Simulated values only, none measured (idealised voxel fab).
process module | voxel air gaps
cross-section cut | 185 nm wide | cells 5 nm
A cross-section is a grid of square cells, given in bands from the top down. A band is one or more rows of cells.
Each band's line starts with the height of the band's top and of its bottom, in nm. Then come its materials from left to right, each with its width in nm. One material with "throughout" fills the band from edge to edge. "air" is empty space.
Height 0 is the level under which the wafer as received is all one material. The lowest band goes on downwards, as in "0 down".
A width such as "30 to 40" changes by the same amount from each row of cells to the next, from the band's top row to its bottom row.
"no change" after a step means that no cell of the cross-section changed.
closed voids: empty space of 8 cells or more with no open way to the top, each as width x height at its distance from the left edge, in nm
after a step's settings: what the simulator itself notes on the step
overlay nm, on a step with a mask: how far to the right of its planned place the mask lay; to the left if negative
plan
1 op RECEIVE | material Si
2 op CONFORMAL_DEP | material SiO2 | thk nm 10
3 op CONFORMAL_DEP | material SiN | thk nm 5
4 op DIRECTIONAL_DEP | material lowk | thk nm 30
5 op PATTERN | tone open | mask id LINES | material resist | width nm 20 | pitch nm 45 | thk nm 15 | overlay nm 0
6 op DIRECTIONAL_ETCH | etch materials lowk | depth nm 30
7 op STRIP | etch materials resist
8 op CONFORMAL_DEP | material TiN | thk nm 5
9 op FILL_DEP | material W | thk nm 10
10 op CMP | height nm 45
11 op EPI | material Ru | thk nm 10
12 op SELECTIVE_ETCH | etch materials lowk | depth nm 40
13 op CONFORMAL_DEP | material SiN | thk nm 5
as received, after step 1
  0 down: Si throughout
  closed voids: none
first wafer at the end, as planned
  60 to 55: air 20 | SiN 140 | air 25
  55 to 45: air 20 | SiN 5 | Ru 40 | SiN 5 | Ru 40 | SiN 5 | Ru 40 | SiN 5 | air 25
  45 to 40: air 20 | SiN 15 | TiN 5 | W 10 | TiN 5 | SiN 25 | TiN 5 | W 10 | TiN 5 | SiN 25 | TiN 5 | W 10 | TiN 5 | SiN 15 | air 25
  40 to 20: air 30 | SiN 5 | TiN 5 | W 10 | TiN 5 | SiN 5 | air 15 | SiN 5 | TiN 5 | W 10 | TiN 5 | SiN 5 | air 15 | SiN 5 | TiN 5 | W 10 | TiN 5 | SiN 5 | air 35
  20 to 15: SiN 35 | TiN 20 | SiN 25 | TiN 20 | SiN 25 | TiN 20 | SiN 40
  15 to 10: SiN throughout
  10 to 0: SiO2 throughout
  0 down: Si throughout
  closed voids: 15 x 20 at 60; 15 x 20 at 105
second wafer at the end: like start, like plan, one mistake
  60 to 55: SiN throughout
  55 to 45: Ru throughout
  45 to 20: W 30 | TiN 5 | lowk 20 | TiN 5 | W 15 | TiN 5 | lowk 20 | TiN 5 | W 15 | TiN 5 | lowk 20 | TiN 5 | W 35
  20 to 15: TiN 35 | lowk 20 | TiN 25 | lowk 20 | TiN 25 | lowk 20 | TiN 40
  15 to 10: SiN throughout
  10 to 0: SiO2 throughout
  0 down: Si throughout
  closed voids: none
what went wrong: step 5 ran as: op PATTERN | tone cover | mask id LINES | material resist | width nm 20 | pitch nm 45 | thk nm 15 | overlay nm 0
at the end the second wafer has, in cells: 26 more of Ru | 64 fewer of SiN | 13 more of TiN | 65 more of W | 72 more of lowk
closed voids at the end (first wafer, second wafer): 2, 0
